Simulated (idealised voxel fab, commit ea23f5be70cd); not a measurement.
Module name: voxel self aligned vias (process module)
Each square cell in cross-section cut measures 5 nm, and the section as a whole is 270 nm wide.
A cross-section in this document is a grid of square cells, and it is written down as bands, the top band listed before the ones below it; a band is made up of one or more rows of cells.
Heads up on the band format: heights come first, top then bottom, in nm. After that it's the materials left to right, each with its width in nm. A single material flagged "all across" fills the whole band edge to edge, and "empty" means there's empty space there.
Beneath 0, the wafer as received is one material, and that level is where height counting begins. The lowest band goes on downward without a bottom; it is written like "0 and below".
A width given as "30..40" starts at the first number in the band's top row and ends at the second number in its bottom row, shifting by an equal amount at every step from row to row.
Given "nothing changed" for a step, no cell of the cross-section differs between before and after that step.
Closed empty spaces: empty space of 8 cells or more with no open way to the top, each as width x height at its distance from the left edge, in nm
What comes after the settings on a step's line is commentary from the simulator itself on that step.
For masked steps, "overlay nm" on the step line gives how far right of plan the mask actually lay; a minus sign means it lay to the left.

These are the steps we planned for the process
- 1: RECEIVE (material Si)
- 2: CONFORMAL_DEP (material SiO2; thk nm 15)
- 3: CONFORMAL_DEP (material SiCN; thk nm 5)
- 4: DIRECTIONAL_DEP (material SiO2; thk nm 25)
- 5: DIRECTIONAL_DEP (material aC; thk nm 15)
- 6: PATTERN (tone open; mask id LINES; material resist; width nm 25; pitch nm 65; thk nm 35; overlay nm 0)
- 7: DIRECTIONAL_ETCH (etch materials aC; depth nm 15)
- 8: STRIP (etch materials resist)
- 9: DIRECTIONAL_ETCH (etch materials SiO2; depth nm 25)
- 10: STRIP (etch materials aC)
- 11: CONFORMAL_DEP (material TiN; thk nm 5)
- 12: FILL_DEP (material W; thk nm 10)
- 13: CMP (height nm 45)
- 14: SELECTIVE_ETCH (etch materials W Ru TiN; depth nm 10)
- 15: FILL_DEP (material SiN; thk nm 10)
- 16: CMP (height nm 45)
- 17: DIRECTIONAL_DEP (material SiO2; thk nm 20)
- 18: DIRECTIONAL_DEP (material aC; thk nm 15)
- 19: PATTERN (tone open; mask id VIAS; material resist; width nm 35; pitch nm 65; thk nm 35; overlay nm 0)
- 20: DIRECTIONAL_ETCH (etch materials aC; depth nm 15)
- 21: STRIP (etch materials resist)
- 22: DIRECTIONAL_ETCH (etch materials SiO2; depth nm 20)
- 23: DIRECTIONAL_ETCH (etch materials SiN; depth nm 10)
- 24: STRIP (etch materials aC)
- 25: CONFORMAL_DEP (material TiN; thk nm 5)
- 26: FILL_DEP (material W; thk nm 10)
- 27: CMP (height nm 65)
- 28: CONFORMAL_DEP (material SiN; thk nm 5)

First of two wafers, with the run carried out as planned

As received (post step 1): cross-section
- 0 and below  Si all across
- Closed empty spaces: none

Step 2 done - wafer cross-section
- 15 down to 0  SiO2 all across
- All layers under 0 are left as they were.

Step 3 done - wafer cross-section
- 20 down to 15  SiCN all across
- All layers under 15 are left as they were.

Step 4 done - wafer cross-section
- 45 down to 20  SiO2 all across
- All layers under 20 are left as they were.

Step 5 done - wafer cross-section
- 60 down to 45  aC all across
- All layers under 45 are left as they were.

Step 6 done - wafer cross-section
- 95 down to 60  90 of resist, 25 of empty, 40 of resist, 25 of empty, 90 of resist
- All layers under 60 are left as they were.

Step 7 done - wafer cross-section
- 80 down to 60  90 of resist, 25 of empty, 40 of resist, 25 of empty, 90 of resist
- 60 down to 45  90 of aC, 25 of empty, 40 of aC, 25 of empty, 90 of aC
- All layers under 45 are left as they were.

Step 8 done - wafer cross-section
- 60 down to 45  90 of aC, 25 of empty, 40 of aC, 25 of empty, 90 of aC
- All layers under 45 are left as they were.

Step 9 done - wafer cross-section
- 60 down to 45  90 of aC, 25 of empty, 40 of aC, 25 of empty, 90 of aC
- 45 down to 20  90 of SiO2, 25 of empty, 40 of SiO2, 25 of empty, 90 of SiO2
- All layers under 20 are left as they were.

Step 10 done - wafer cross-section
- 45 down to 20  90 of SiO2, 25 of empty, 40 of SiO2, 25 of empty, 90 of SiO2
- All layers under 20 are left as they were.

Step 11 done - wafer cross-section
- 50 down to 45  95 of TiN, 15 of empty, 50 of TiN, 15 of empty, 95 of TiN
- 45 down to 25  90 of SiO2, 5 of TiN, 15 of empty, 5 of TiN, 40 of SiO2, 5 of TiN, 15 of empty, 5 of TiN, 90 of SiO2
- 25 down to 20  90 of SiO2, 25 of TiN, 40 of SiO2, 25 of TiN, 90 of SiO2
- All layers under 20 are left as they were.

Step 12 done - wafer cross-section
- 60 down to 50  W all across
- 50 down to 45  95 of TiN, 15 of W, 50 of TiN, 15 of W, 95 of TiN
- 45 down to 25  90 of SiO2, 5 of TiN, 15 of W, 5 of TiN, 40 of SiO2, 5 of TiN, 15 of W, 5 of TiN, 90 of SiO2
- All layers under 25 are left as they were.

Step 13 done - wafer cross-section
- 45 down to 25  90 of SiO2, 5 of TiN, 15 of W, 5 of TiN, 40 of SiO2, 5 of TiN, 15 of W, 5 of TiN, 90 of SiO2
- All layers under 25 are left as they were.

Step 14 done - wafer cross-section
- 45 down to 35  90 of SiO2, 25 of empty, 40 of SiO2, 25 of empty, 90 of SiO2
- All layers under 35 are left as they were.

Step 15 done - wafer cross-section
- 55 down to 45  SiN all across
- 45 down to 35  90 of SiO2, 25 of SiN, 40 of SiO2, 25 of SiN, 90 of SiO2
- All layers under 35 are left as they were.

Step 16 done - wafer cross-section
- 45 down to 35  90 of SiO2, 25 of SiN, 40 of SiO2, 25 of SiN, 90 of SiO2
- All layers under 35 are left as they were.

Step 17 done - wafer cross-section
- 65 down to 45  SiO2 all across
- All layers under 45 are left as they were.

Step 18 done - wafer cross-section
- 80 down to 65  aC all across
- All layers under 65 are left as they were.

Step 19 done - wafer cross-section
- 115 down to 80  85 of resist, 35 of empty, 30 of resist, 35 of empty, 85 of resist
- All layers under 80 are left as they were.

Step 20 done - wafer cross-section
- 100 down to 80  85 of resist, 35 of empty, 30 of resist, 35 of empty, 85 of resist
- 80 down to 65  85 of aC, 35 of empty, 30 of aC, 35 of empty, 85 of aC
- All layers under 65 are left as they were.

Step 21 done - wafer cross-section
- 80 down to 65  85 of aC, 35 of empty, 30 of aC, 35 of empty, 85 of aC
- All layers under 65 are left as they were.

Step 22 done - wafer cross-section
- 80 down to 65  85 of aC, 35 of empty, 30 of aC, 35 of empty, 85 of aC
- 65 down to 45  85 of SiO2, 35 of empty, 30 of SiO2, 35 of empty, 85 of SiO2
- All layers under 45 are left as they were.

Step 23 done - wafer cross-section
- 80 down to 65  85 of aC, 35 of empty, 30 of aC, 35 of empty, 85 of aC
- 65 down to 45  85 of SiO2, 35 of empty, 30 of SiO2, 35 of empty, 85 of SiO2
- 45 down to 35  90 of SiO2, 25 of empty, 40 of SiO2, 25 of empty, 90 of SiO2
- All layers under 35 are left as they were.

Step 24 done - wafer cross-section
- 65 down to 45  85 of SiO2, 35 of empty, 30 of SiO2, 35 of empty, 85 of SiO2
- All layers under 45 are left as they were.

Step 25 done - wafer cross-section
- 70 down to 65  90 of TiN, 25 of empty, 40 of TiN, 25 of empty, 90 of TiN
- 65 down to 50  85 of SiO2, 5 of TiN, 25 of empty, 5 of TiN, 30 of SiO2, 5 of TiN, 25 of empty, 5 of TiN, 85 of SiO2
- 50 down to 40  85..90 of SiO2, 10..5 of TiN, 15 of empty, 10..5 of TiN, 30..40 of SiO2, 10..5 of TiN, 15 of empty, 10..5 of TiN, 85..90 of SiO2
- 40 down to 35  90 of SiO2, 25 of TiN, 40 of SiO2, 25 of TiN, 90 of SiO2
- All layers under 35 are left as they were.

Step 26 done - wafer cross-section
- 80 down to 70  W all across
- 70 down to 65  90 of TiN, 25 of W, 40 of TiN, 25 of W, 90 of TiN
- 65 down to 50  85 of SiO2, 5 of TiN, 25 of W, 5 of TiN, 30 of SiO2, 5 of TiN, 25 of W, 5 of TiN, 85 of SiO2
- 50 down to 40  85..90 of SiO2, 10..5 of TiN, 15 of W, 10..5 of TiN, 30..40 of SiO2, 10..5 of TiN, 15 of W, 10..5 of TiN, 85..90 of SiO2
- All layers under 40 are left as they were.

Step 27 done - wafer cross-section
- 65 down to 50  85 of SiO2, 5 of TiN, 25 of W, 5 of TiN, 30 of SiO2, 5 of TiN, 25 of W, 5 of TiN, 85 of SiO2
- All layers under 50 are left as they were.

Step 28 done - wafer cross-section
- 70 down to 65  SiN all across
- All layers under 65 are left as they were.

It is to be noted that the second wafer proceeded from the same initial state and according to the same plan as the first, although one mistake was committed in its execution; through step 21, inclusive, the two wafers share an identical history

What the second wafer looks like in cross-section when step 22 should have wrapped up
- 80 down to 65  85 of aC, 35 of empty, 30 of aC, 35 of empty, 85 of aC
- 65 down to 45  85 of SiO2, 35 of empty, 30 of SiO2, 35 of empty, 85 of SiO2
- 45 down to 35  85 of SiO2, 5 of empty, 25 of SiN, 5 of empty, 30 of SiO2, 5 of empty, 25 of SiN, 5 of empty, 85 of SiO2
- 35 down to 25  85 of SiO2, 5 of empty, 5 of TiN, 15 of W, 5 of TiN, 5 of empty, 30 of SiO2, 5 of empty, 5 of TiN, 15 of W, 5 of TiN, 5 of empty, 85 of SiO2
- All layers under 25 are left as they were.

What the second wafer looks like in cross-section when step 23 should have wrapped up
- 80 down to 65  85 of aC, 35 of empty, 30 of aC, 35 of empty, 85 of aC
- 65 down to 35  85 of SiO2, 35 of empty, 30 of SiO2, 35 of empty, 85 of SiO2
- All layers under 35 are left as they were.

What the second wafer looks like in cross-section when step 24 should have wrapped up
- 65 down to 35  85 of SiO2, 35 of empty, 30 of SiO2, 35 of empty, 85 of SiO2
- All layers under 35 are left as they were.

What the second wafer looks like in cross-section when step 25 should have wrapped up
- 70 down to 65  90 of TiN, 25 of empty, 40 of TiN, 25 of empty, 90 of TiN
- 65 down to 40  85 of SiO2, 5 of TiN, 25 of empty, 5 of TiN, 30 of SiO2, 5 of TiN, 25 of empty, 5 of TiN, 85 of SiO2
- 40 down to 35  85 of SiO2, 35 of TiN, 30 of SiO2, 35 of TiN, 85 of SiO2
- 35 down to 25  85 of SiO2, 10 of TiN, 15 of W, 10 of TiN, 30 of SiO2, 10 of TiN, 15 of W, 10 of TiN, 85 of SiO2
- All layers under 25 are left as they were.

What the second wafer looks like in cross-section when step 26 should have wrapped up
- 80 down to 70  W all across
- 70 down to 65  90 of TiN, 25 of W, 40 of TiN, 25 of W, 90 of TiN
- 65 down to 40  85 of SiO2, 5 of TiN, 25 of W, 5 of TiN, 30 of SiO2, 5 of TiN, 25 of W, 5 of TiN, 85 of SiO2
- All layers under 40 are left as they were.

What the second wafer looks like in cross-section when step 27 should have wrapped up
- 65 down to 40  85 of SiO2, 5 of TiN, 25 of W, 5 of TiN, 30 of SiO2, 5 of TiN, 25 of W, 5 of TiN, 85 of SiO2
- All layers under 40 are left as they were.

What the second wafer looks like in cross-section when step 28 should have wrapped up
- 70 down to 65  SiN all across
- All layers under 65 are left as they were.
Want to know what went wrong? yeah, plan step 22 got run twice
Cell-count delta at end, second wafer over first, by material: 16 fewer of SiO2; 8 more of TiN; 8 more of W
